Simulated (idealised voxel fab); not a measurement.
Module name: voxel ribs on slabs (process module)
Cross-section cut spans 240 nm and uses square cells 5 nm in size.
For the purposes of this document, a cross-section shall be understood as a grid of square cells, specified as bands listed in top-to-bottom order, each band consisting of one or more rows of cells. It is stipulated that each band's entry specify, in nanometres, the height of the top of the band and then that of its bottom, followed by the materials of the band in left-to-right sequence, each together with its width in nanometres. A single material marked by the word "full width" is understood to fill the band from edge to edge; the word "blank" is understood to denote empty space. Measure heights from 0. That's the level where, below it, the as-received wafer is all one material. The lowest band is bottomless and extends downward; write it as in "0 down". It should be noted that a width expressed as "30->40" varies in equal increments from row to row of cells within the band, taking the value of the first number at the top row and that of the second number at the bottom row. The designation "all unchanged", where it is given for a processing step, indicates that no cell of the cross-section was altered in the course of that step. "Enclosed void list" - sealed voids, min. 8 cells, no opening to top; format: width x height at distance (distance from left edge; nm throughout). The remark found on a step's line after its settings is issued by the simulator itself and pertains to that step. "overlay nm" answers the question of how far to the right of plan the mask lay on a step that has a mask, and when it is negative the answer is to the left.

-- The following list gives the planned process steps
1 RECEIVE: material Si
2 DIRECTIONAL_DEP: material SiO2, thk nm 20
3 DIRECTIONAL_DEP: material SiN, thk nm 20
4 DIRECTIONAL_DEP: material aC, thk nm 10
5 PATTERN: tone cover, mask id RIB, material resist, width nm 30, thk nm 30, overlay nm 0
6 DIRECTIONAL_ETCH: etch materials aC, depth nm 10
7 STRIP: etch materials resist
8 DIRECTIONAL_ETCH: etch materials SiN, depth nm 15
9 STRIP: etch materials aC
10 MASKED_ETCH: tone cover, mask id SLAB, width nm 60, etch materials SiN, depth nm 5, overlay nm 0
11 FILL_DEP: material SiO2, thk nm 15
12 CMP: height nm 50
13 DIRECTIONAL_DEP: material W, thk nm 5
14 MASKED_ETCH: tone cover, mask id HEATER, width nm 40, etch materials W, depth nm 5, overlay nm 0
15 CONFORMAL_DEP: material SiN, thk nm 10

-- Cross-section, incoming material, after step 1
  0 down  Si full width
  Enclosed void list: none

-- The plan above was carried out on the starting structure above with one mistake, and this cross-section shows the wafer at the end of the module
  65 to 60  90 of blank | 60 of SiN | 90 of blank
  60 to 55  SiN full width
  55 to 50  100 of SiN | 40 of W | 100 of SiN
  50 to 40  SiO2 full width
  40 to 25  105 of SiO2 | 30 of SiN | 105 of SiO2
  25 to 20  85 of SiO2 | 70 of SiN | 85 of SiO2
  20 to 0  SiO2 full width
  0 down  Si full width
  Enclosed void list: none
What was done differently from what was planned? note that step 10 departed from the planned setting and was carried out as MASKED_ETCH: tone cover, mask id SLAB, width nm 70, etch materials SiN, depth nm 5, overlay nm 0
